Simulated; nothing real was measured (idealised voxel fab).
This is a process module. Its name is voxel self aligned vias.
Cross-sectional view cut (width: 255 nm; square cell size: 5 nm).
Throughout this document, each cross-section is represented as a grid of square cells and is presented as a sequence of bands enumerated from the top downward, where a band comprises one or more rows of cells. Per band: top height and bottom height in nm, followed by the left-to-right materials and their widths in nm; "full width" marks a single material spanning edge to edge, "blank" marks empty space. Heights from 0 (as-received wafer is one material below). Bottom band endless downward, as "top 0, no bottom". You'd read "30 to 40" like this: the band's top row of cells is as wide as the first number, its bottom row is as wide as the second, and going down, every row changes width by the same amount as the row before did. Where the words "no modifications" appear for a step, the cross-section shows no cell changed by that step; every cell remained as before. Empty spaces without an open route to the top, at least 8 cells in extent, make up the entry "Closed void entries"; each is given as width x height at distance, where the distance is measured from the left edge, and all are in nm. Note: text after step settings on the step line = simulator remark on that step. For masked steps, "overlay nm" on the step line gives how far right of plan the mask actually lay; a minus sign means it lay to the left.

Process steps foreseen in the plan
step 1: RECEIVE (material Si)
step 2: CONFORMAL_DEP (material SiO2; thk nm 15)
step 3: CONFORMAL_DEP (material SiCN; thk nm 5)
step 4: DIRECTIONAL_DEP (material SiO2; thk nm 25)
step 5: PATTERN (tone open; mask id LINES; material resist; width nm 25; pitch nm 65; thk nm 20; overlay nm 0)
step 6: DIRECTIONAL_ETCH (etch materials SiO2; depth nm 25)
step 7: STRIP (etch materials resist)
step 8: CONFORMAL_DEP (material TiN; thk nm 5)
step 9: FILL_DEP (material W; thk nm 10)
step 10: CMP (height nm 45)
step 11: SELECTIVE_ETCH (etch materials W Ru TiN; depth nm 5)
step 12: FILL_DEP (material SiN; thk nm 10)
step 13: CMP (height nm 45)
step 14: DIRECTIONAL_DEP (material SiO2; thk nm 20)
step 15: DIRECTIONAL_DEP (material aC; thk nm 15)
step 16: PATTERN (tone open; mask id VIAS; material resist; width nm 45; pitch nm 65; thk nm 30; overlay nm 0)
step 17: DIRECTIONAL_ETCH (etch materials aC; depth nm 15)
step 18: STRIP (etch materials resist)
step 19: DIRECTIONAL_ETCH (etch materials SiO2; depth nm 20)
step 20: DIRECTIONAL_ETCH (etch materials SiN; depth nm 5)
step 21: STRIP (etch materials aC)
step 22: CONFORMAL_DEP (material TiN; thk nm 5)
step 23: FILL_DEP (material W; thk nm 5)
step 24: CMP (height nm 65)
step 25: CONFORMAL_DEP (material SiN; thk nm 5)

As received (post step 1): cross-section
> top 0, no bottom | Si full width
> Closed void entries: none

The first of the two wafers as seen in cross-section once the module was finished; processing followed the plan
> top 70, bottom 65 | SiN full width
> top 65, bottom 50 | 40 SiO2; 5 TiN; 35 W; 5 TiN; 20 SiO2; 5 TiN; 35 W; 5 TiN; 20 SiO2; 5 TiN; 35 W; 5 TiN; 40 SiO2
> top 50, bottom 45 | 40 SiO2; 15 TiN; 15 W; 15 TiN; 20 SiO2; 15 TiN; 15 W; 15 TiN; 20 SiO2; 15 TiN; 15 W; 15 TiN; 40 SiO2
> top 45, bottom 40 | 50 SiO2; 25 TiN; 40 SiO2; 25 TiN; 40 SiO2; 25 TiN; 50 SiO2
> top 40, bottom 25 | 50 SiO2; 5 TiN; 15 W; 5 TiN; 40 SiO2; 5 TiN; 15 W; 5 TiN; 40 SiO2; 5 TiN; 15 W; 5 TiN; 50 SiO2
> top 25, bottom 20 | 50 SiO2; 25 TiN; 40 SiO2; 25 TiN; 40 SiO2; 25 TiN; 50 SiO2
> top 20, bottom 15 | SiCN full width
> top 15, bottom 0 | SiO2 full width
> top 0, no bottom | Si full width
> Closed void entries: none

Wafer two, sectioned after the module: the first wafer's start, the first wafer's plan, and one mistake in how it was run
> top 70, bottom 65 | SiN full width
> top 65, bottom 50 | 40 SiO2; 5 TiN; 35 W; 5 TiN; 20 SiO2; 5 TiN; 35 W; 5 TiN; 20 SiO2; 5 TiN; 35 W; 5 TiN; 40 SiO2
> top 50, bottom 45 | 40 SiO2; 15 TiN; 15 W; 15 TiN; 20 SiO2; 15 TiN; 15 W; 15 TiN; 20 SiO2; 15 TiN; 15 W; 15 TiN; 40 SiO2
> top 45, bottom 40 | 50 SiO2; 25 TiN; 40 SiO2; 25 TiN; 40 SiO2; 25 TiN; 50 SiO2
> top 40, bottom 25 | 50 SiO2; 5 TiN; 15 W; 5 TiN; 40 SiO2; 5 TiN; 15 W; 5 TiN; 40 SiO2; 5 TiN; 15 W; 5 TiN; 50 SiO2
> top 25, bottom 20 | 50 SiO2; 25 TiN; 40 SiO2; 25 TiN; 40 SiO2; 25 TiN; 50 SiO2
> top 20, bottom 5 | SiO2 full width
> top 5, bottom 0 | SiCN full width
> top 0, no bottom | Si full width
> Closed void entries: none
Where did the run depart from the plan? steps 2 and 3 traded places in the executed sequence
The concluding comparison shows that, measured in cells, each material is equally abundant on both wafers, albeit at different positions.
